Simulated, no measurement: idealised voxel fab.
The process module that follows is named voxel capacitor over wiring.
It is cross-section cut that appears here, measuring 280 nm in width, its square cells being 5 nm in size.
Cross-section = grid of square cells, listed top down in bands; band = one or more rows.
Top height, bottom height, nm. Materials left to right, width each, nm. Single material + "full width" = fills band edge to edge. "blank" = empty.
Height 0 is the level under which the wafer as received is all one material. The lowest band goes on downwards, as in "0 down".
Width spec "30->40" -> top row of cells at first value, bottom row at second value, equal per-row change in between.
"remained the same" for a step: no cell of the cross-section changed in that step.
Look at "Fully closed voids" for the closed voids: empty spaces with no open path to the top, sized 8 cells or up. Each is width x height at distance, distance from the left edge, all nm.
after a step's settings: what the simulator itself notes on the step
When a step includes a mask, the "overlay nm" setting on its line states how far to the right of its planned place that mask lay, and negative values state how far to the left.
## Below is the list of planned process steps
| 1 | RECEIVE [material Si] |
| 2 | CONFORMAL_DEP [material SiO2] [thk nm 10] |
| 3 | CONFORMAL_DEP [material SiN] [thk nm 5] |
| 4 | DIRECTIONAL_DEP [material SiO2] [thk nm 15] |
| 5 | PATTERN [tone open] [mask id METAL_1] [material resist] [width nm 20] [pitch nm 70] [thk nm 15] [overlay nm 0] |
| 6 | DIRECTIONAL_ETCH [etch materials SiO2] [depth nm 15] |
| 7 | DIRECTIONAL_ETCH [etch materials SiN] [depth nm 5] |
| 8 | STRIP [etch materials resist] |
| 9 | CONFORMAL_DEP [material TiN] [thk nm 5] |
| 10 | FILL_DEP [material W] [thk nm 10] |
| 11 | CMP [height nm 30] |
| 12 | EPI [material Ru] [thk nm 5] |
| 13 | FILL_DEP [material SiCN] [thk nm 5] |
| 14 | DIRECTIONAL_DEP [material lowk] [thk nm 10] |
| 15 | DIRECTIONAL_DEP [material aC] [thk nm 15] |
| 16 | PATTERN [tone open] [mask id PLUG_1] [material resist] [width nm 15] [thk nm 35] [overlay nm 0] |
| 17 | DIRECTIONAL_ETCH [etch materials aC] [depth nm 15] |
| 18 | STRIP [etch materials resist] |
| 19 | DIRECTIONAL_ETCH [etch materials lowk] [depth nm 10] |
| 20 | DIRECTIONAL_ETCH [etch materials SiCN] [depth nm 5] |
| 21 | STRIP [etch materials aC] |
| 22 | CONFORMAL_DEP [material TiN] [thk nm 5] |
| 23 | FILL_DEP [material Ru] [thk nm 10] |
| 24 | CMP [height nm 50] |
| 25 | DIRECTIONAL_DEP [material TiN] [thk nm 5] |
| 26 | DIRECTIONAL_DEP [material HfO2] [thk nm 5] |
| 27 | DIRECTIONAL_DEP [material TiN] [thk nm 5] |
| 28 | DIRECTIONAL_DEP [material aC] [thk nm 10] |
| 29 | PATTERN [tone cover] [mask id UPPER_PLATE] [material resist] [width nm 55] [thk nm 25] [overlay nm 0] |
| 30 | DIRECTIONAL_ETCH [etch materials aC] [depth nm 10] |
| 31 | STRIP [etch materials resist] |
| 32 | DIRECTIONAL_ETCH [etch materials TiN] [depth nm 5] |
| 33 | DIRECTIONAL_ETCH [etch materials HfO2] [depth nm 5] |
| 34 | STRIP [etch materials aC] |
| 35 | MASKED_ETCH [tone cover] [mask id LOWER_PLATE] [width nm 65] [etch materials TiN] [depth nm 5] [overlay nm 0] |
| 36 | FILL_DEP [material SiO2] [thk nm 15] |
| 37 | CMP [height nm 75] |
| 38 | DIRECTIONAL_DEP [material aC] [thk nm 15] |
| 39 | PATTERN [tone open] [mask id PLUG_2] [material resist] [width nm 15] [thk nm 30] [overlay nm 0] |
| 40 | DIRECTIONAL_ETCH [etch materials aC] [depth nm 15] |
| 41 | STRIP [etch materials resist] |
| 42 | DIRECTIONAL_ETCH [etch materials SiO2] [depth nm 10] |
| 43 | STRIP [etch materials aC] |
| 44 | CONFORMAL_DEP [material TiN] [thk nm 5] |
| 45 | FILL_DEP [material Cu] [thk nm 10] |
| 46 | CMP [height nm 75] |
| 47 | CONFORMAL_DEP [material SiCN] [thk nm 5] |
## Cross-section of the wafer upon arrival, representing the state reached after step 1
  0 down: Si full width
  Fully closed voids: none
## Cross-sectional image of the first of two wafers at the end of the module, the run having proceeded as planned
  80 to 75: SiCN full width
  75 to 70: 110 SiO2; 5 TiN; 5 Cu; 5 TiN; 155 SiO2
  70 to 60: 110->100 SiO2; 15->55 TiN; 155->125 SiO2
  60 to 55: 100 SiO2; 55 HfO2; 125 SiO2
  55 to 50: 95 SiO2; 65 TiN; 120 SiO2
  50 to 40: 100 lowk; 5 TiN; 5 Ru; 5 TiN; 165 lowk
  40 to 35: 100 SiCN; 15 TiN; 165 SiCN
  35 to 30: 90 SiCN; 30 Ru; 40 SiCN; 30 Ru; 90 SiCN
  30 to 15: 95 SiO2; 5 TiN; 10 W; 5 TiN; 50 SiO2; 5 TiN; 10 W; 5 TiN; 95 SiO2
  15 to 10: 95 SiN; 20 TiN; 50 SiN; 20 TiN; 95 SiN
  10 to 0: SiO2 full width
  0 down: Si full width
  Fully closed voids: none
## Here's the second of our two wafers sectioned at module end. Same start as the first, same plan, but one mistake got made running it
  80 to 75: SiCN full width
  75 to 70: 110 SiO2; 5 TiN; 5 Cu; 5 TiN; 155 SiO2
  70 to 60: 110->100 SiO2; 15->55 TiN; 155->125 SiO2
  60 to 55: 100 SiO2; 55 HfO2; 125 SiO2
  55 to 50: 100 SiO2; 65 TiN; 115 SiO2
  50 to 40: 100 lowk; 5 TiN; 5 Ru; 5 TiN; 165 lowk
  40 to 35: 100 SiCN; 15 TiN; 165 SiCN
  35 to 30: 90 SiCN; 30 Ru; 40 SiCN; 30 Ru; 90 SiCN
  30 to 15: 95 SiO2; 5 TiN; 10 W; 5 TiN; 50 SiO2; 5 TiN; 10 W; 5 TiN; 95 SiO2
  15 to 10: 95 SiN; 20 TiN; 50 SiN; 20 TiN; 95 SiN
  10 to 0: SiO2 full width
  0 down: Si full width
  Fully closed voids: none
Deviation from plan: planned and actual differ for step 35; actual: MASKED_ETCH [tone cover] [mask id LOWER_PLATE] [width nm 65] [etch materials TiN] [depth nm 5] [overlay nm 5]
Both wafers, final: cells per material equal; arrangement not.
